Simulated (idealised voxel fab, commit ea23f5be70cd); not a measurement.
process module | voxel capacitor over wiring
cross-section cut | 185 nm wide | cells 5 nm
A cross-section is a grid of square cells, given in bands from the top down. A band is one or more rows of cells.
Each band's line starts with the height of the band's top and of its bottom, in nm. Then come its materials from left to right, each with its width in nm. One material with "throughout" fills the band from edge to edge. "air" is empty space.
Height 0 is the level under which the wafer as received is all one material. The lowest band goes on downwards, as in "0 down".
A width such as "30 to 40" changes by the same amount from each row of cells to the next, from the band's top row to its bottom row.
"no change" after a step means that no cell of the cross-section changed.
closed voids: empty space of 8 cells or more with no open way to the top, each as width x height at its distance from the left edge, in nm
after a step's settings: what the simulator itself notes on the step
overlay nm, on a step with a mask: how far to the right of its planned place the mask lay; to the left if negative
plan
1 op RECEIVE | material Si
2 op CONFORMAL_DEP | material SiO2 | thk nm 15
3 op DIRECTIONAL_DEP | material TiN | thk nm 5
4 op DIRECTIONAL_DEP | material Ru | thk nm 15
5 op MASKED_ETCH | tone cover | mask id METAL_1 | width nm 30 | pitch nm 100 | etch materials Ru | depth nm 15 | overlay nm 0
6 op MASKED_ETCH | tone cover | mask id METAL_1 | width nm 30 | pitch nm 100 | etch materials TiN | depth nm 5 | overlay nm 0
7 op FILL_DEP | material SiO2 | thk nm 5
8 op CMP | height nm 35
9 op CONFORMAL_DEP | material SiCN | thk nm 5
10 op DIRECTIONAL_DEP | material lowk | thk nm 15
11 op DIRECTIONAL_DEP | material aC | thk nm 15
12 op PATTERN | tone open | mask id PLUG_1 | material resist | width nm 15 | thk nm 35 | overlay nm 0
13 op DIRECTIONAL_ETCH | etch materials aC | depth nm 15
14 op STRIP | etch materials resist
15 op DIRECTIONAL_ETCH | etch materials lowk | depth nm 15
16 op DIRECTIONAL_ETCH | etch materials SiCN | depth nm 5
17 op STRIP | etch materials aC
18 op CONFORMAL_DEP | material TiN | thk nm 5
19 op FILL_DEP | material Cu | thk nm 5
20 op CMP | height nm 55
21 op DIRECTIONAL_DEP | material TiN | thk nm 10
22 op DIRECTIONAL_DEP | material HfO2 | thk nm 5
23 op DIRECTIONAL_DEP | material TiN | thk nm 5
24 op DIRECTIONAL_DEP | material aC | thk nm 10
25 op PATTERN | tone cover | mask id UPPER_PLATE | material resist | width nm 75 | thk nm 30 | overlay nm 0
26 op DIRECTIONAL_ETCH | etch materials aC | depth nm 10
27 op STRIP | etch materials resist
28 op DIRECTIONAL_ETCH | etch materials TiN | depth nm 5
29 op DIRECTIONAL_ETCH | etch materials HfO2 | depth nm 5
30 op STRIP | etch materials aC
31 op DIRECTIONAL_DEP | material aC | thk nm 15
32 op PATTERN | tone cover | mask id LOWER_PLATE | material resist | width nm 85 | thk nm 30 | overlay nm 0
33 op DIRECTIONAL_ETCH | etch materials aC | depth nm 15
34 op STRIP | etch materials resist
35 op DIRECTIONAL_ETCH | etch materials TiN | depth nm 10
36 op STRIP | etch materials aC
37 op FILL_DEP | material SiO2 | thk nm 20
38 op CMP | height nm 90
39 op MASKED_ETCH | tone open | mask id PLUG_2 | width nm 15 | etch materials SiO2 | depth nm 15 | overlay nm 0
40 op CONFORMAL_DEP | material TiN | thk nm 5
41 op FILL_DEP | material Ru | thk nm 5
42 op CMP | height nm 90
43 op CONFORMAL_DEP | material SiCN | thk nm 5
as received, after step 1
  0 down: Si throughout
  closed voids: none
a wafer at the end: this start, this plan, one mistake
  95 to 90: SiCN throughout
  90 to 80: SiO2 50 | lowk 5 | Ru 5 | lowk 5 | SiO2 120
  80 to 75: SiO2 50 | lowk 15 | SiO2 120
  75 to 70: SiO2 40 | TiN 75 | SiO2 70
  70 to 65: SiO2 40 | HfO2 75 | SiO2 70
  65 to 55: SiO2 35 | TiN 85 | SiO2 65
  55 to 40: lowk 40 | TiN 5 | Cu 5 | TiN 5 | lowk 130
  40 to 35: SiCN 40 | TiN 15 | SiCN 130
  35 to 20: SiO2 25 | Ru 30 | SiO2 70 | Ru 30 | SiO2 30
  20 to 15: SiO2 25 | TiN 30 | SiO2 70 | TiN 30 | SiO2 30
  15 to 0: SiO2 throughout
  0 down: Si throughout
  closed voids: none
what went wrong: step 40 ran as: op CONFORMAL_DEP | material lowk | thk nm 5
